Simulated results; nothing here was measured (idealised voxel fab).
Process module name: voxel ribs on slabs
It is cross-section cut that appears here, measuring 185 nm in width, its square cells being 5 nm in size.
A cross-section is a grid of square cells, given in bands from the top down. A band is one or more rows of cells.
Heads up on the band format: heights come first, top then bottom, in nm. After that it's the materials left to right, each with its width in nm. A single material flagged "edge to edge" fills the whole band edge to edge, and "blank" means there's empty space there.
Height datum 0, below which the as-received substrate wafer is one material. Lowest band open at the bottom, running downward: "0 and below".
Top row gets the first number, bottom row gets the second, and each row in between changes by the same step: that is how a band width like "30 to 40" works.
You'll sometimes find "no modification" written for a step, and that's the way of saying that nowhere in the cross-section did a cell change during that step.
Entry "Closed internal cavities" = empty spaces >= 8 cells with no open way to the top; each as width x height at distance, distance from left edge, all nm.
Where a step's line continues beyond its settings, the continuation is a remark by the simulator itself on that step.
What "overlay nm" on a step's line means: if the step has a mask, that mask lay this far to the right of its planned place, or, when the value is negative, to the left.

Here's what the planned process steps look like:
1) RECEIVE: material Si
2) DIRECTIONAL_DEP: material SiO2, thk nm 30
3) DIRECTIONAL_DEP: material SiN, thk nm 15
4) DIRECTIONAL_DEP: material aC, thk nm 15
5) PATTERN: tone cover, mask id RIB, material resist, width nm 30, thk nm 35, overlay nm 0
6) DIRECTIONAL_ETCH: etch materials aC, depth nm 15
7) STRIP: etch materials resist
8) DIRECTIONAL_ETCH: etch materials SiN, depth nm 5
9) STRIP: etch materials aC
10) DIRECTIONAL_DEP: material aC, thk nm 10
11) PATTERN: tone cover, mask id SLAB, material resist, width nm 80, thk nm 30, overlay nm 0
12) DIRECTIONAL_ETCH: etch materials aC, depth nm 10
13) STRIP: etch materials resist
14) DIRECTIONAL_ETCH: etch materials SiN, depth nm 10
15) STRIP: etch materials aC
16) FILL_DEP: material SiO2, thk nm 15
17) CMP: height nm 55
18) DIRECTIONAL_DEP: material W, thk nm 10
19) MASKED_ETCH: tone cover, mask id HEATER, width nm 40, etch materials W, depth nm 10, overlay nm 0
20) CONFORMAL_DEP: material SiN, thk nm 10

Received-state cross-section, reflecting completion of step 1:
    0 and below: Si edge to edge
    Closed internal cavities: none

Sectioned view, first of two wafers, at the close of the module, processed as intended in the plan:
    75 down to 65: blank: 60 / SiN: 60 / blank: 65
    65 down to 55: SiN: 70 / W: 40 / SiN: 75
    55 down to 45: SiO2 edge to edge
    45 down to 40: SiO2: 75 / SiN: 30 / SiO2: 80
    40 down to 30: SiO2: 50 / SiN: 80 / SiO2: 55
    30 down to 0: SiO2 edge to edge
    0 and below: Si edge to edge
    Closed internal cavities: none

So this is wafer number two of the two, cut at the end of the module - it started where the first did and had the same plan, we just got one thing wrong running it:
    75 down to 65: blank: 60 / SiN: 60 / blank: 65
    65 down to 55: SiN: 70 / W: 40 / SiN: 75
    55 down to 45: SiO2 edge to edge
    45 down to 40: SiO2: 75 / SiN: 30 / SiO2: 80
    40 down to 30: SiO2: 55 / SiN: 80 / SiO2: 50
    30 down to 0: SiO2 edge to edge
    0 and below: Si edge to edge
    Closed internal cavities: none
So what did we get wrong on this run? step 11 changed vs plan, executed as PATTERN: tone cover, mask id SLAB, material resist, width nm 80, thk nm 30, overlay nm 5
Final wafers compared: equal cell tally per material, rearranged layout.
